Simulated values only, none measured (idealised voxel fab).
Documented hereafter: the process module known as voxel ribs on slabs.
Square cell edge 5 nm, section width 205 nm, ID cut.
In this document a cross-section is written as a grid of square cells. It is given as a series of bands, listed from the top down, and a band is one or more rows of cells.
Band entry format. Leading values: height of top, height of bottom, nm. Remainder: materials in left-to-right order, each with its width in nm. Special words: "full width" on a single material, which then fills the band edge to edge; "air", empty space.
Height 0 is the level under which the wafer as received is all one material. The lowest band goes on downwards, as in "0 -> down".
A width such as "30..40" changes by the same amount from each row of cells to the next, from the band's top row to its bottom row.
"no modification" means the step left every cell of the cross-section as it was.
So "Closed void catalog" is basically the list of trapped voids: any empty space of 8 cells or more that can't reach the top through an opening. They're written width x height at distance, the distance being from the left edge, and it's all nm.
after a step's settings: what the simulator itself notes on the step
overlay nm: mask offset rightward from planned place, masked step; negative means leftward offset.
Steps planned for the process:
step 1: RECEIVE,material Si
step 2: DIRECTIONAL_DEP,material SiO2,thk nm 25
step 3: DIRECTIONAL_DEP,material SiN,thk nm 15
step 4: DIRECTIONAL_DEP,material aC,thk nm 10
step 5: PATTERN,tone cover,mask id RIB,material resist,width nm 20,thk nm 25,overlay nm -15
step 6: DIRECTIONAL_ETCH,etch materials aC,depth nm 10
step 7: STRIP,etch materials resist
step 8: DIRECTIONAL_ETCH,etch materials SiN,depth nm 5
step 9: STRIP,etch materials aC
step 10: MASKED_ETCH,tone cover,mask id SLAB,width nm 60,etch materials SiN,depth nm 10,overlay nm 0
step 11: FILL_DEP,material SiO2,thk nm 15
step 12: CMP,height nm 50
step 13: DIRECTIONAL_DEP,material W,thk nm 10
step 14: PATTERN,tone cover,mask id HEATER,material resist,width nm 30,thk nm 15,overlay nm 0
step 15: DIRECTIONAL_ETCH,etch materials W,depth nm 10
step 16: STRIP,etch materials resist
step 17: CONFORMAL_DEP,material SiN,thk nm 5
Be aware that, although all wafers share a common starting state, the overlay nm at step 5 differs among them, and the plan displays the first wafer's value.
After step 1, as received: first of several wafers, cross-section:
- 0 -> down | Si full width
- Closed void catalog: none
Note: the following table is arranged by wafer, a row apiece. Each row reports the end-of-module state: per material, cells gained (+) or cells lost (-) compared with the wafer as received; closed voids follow:
overlay nm -15, +73 SiN, +382 SiO2, +12 W, Closed void catalog: none
overlay nm -10, +73 SiN, +382 SiO2, +12 W, Closed void catalog: none
overlay nm -5, +73 SiN, +382 SiO2, +12 W, Closed void catalog: none
overlay nm 0, +73 SiN, +382 SiO2, +12 W, Closed void catalog: none
overlay nm 5, +73 SiN, +382 SiO2, +12 W, Closed void catalog: none
overlay nm 10, +73 SiN, +382 SiO2, +12 W, Closed void catalog: none
overlay nm 15, +73 SiN, +382 SiO2, +12 W, Closed void catalog: none
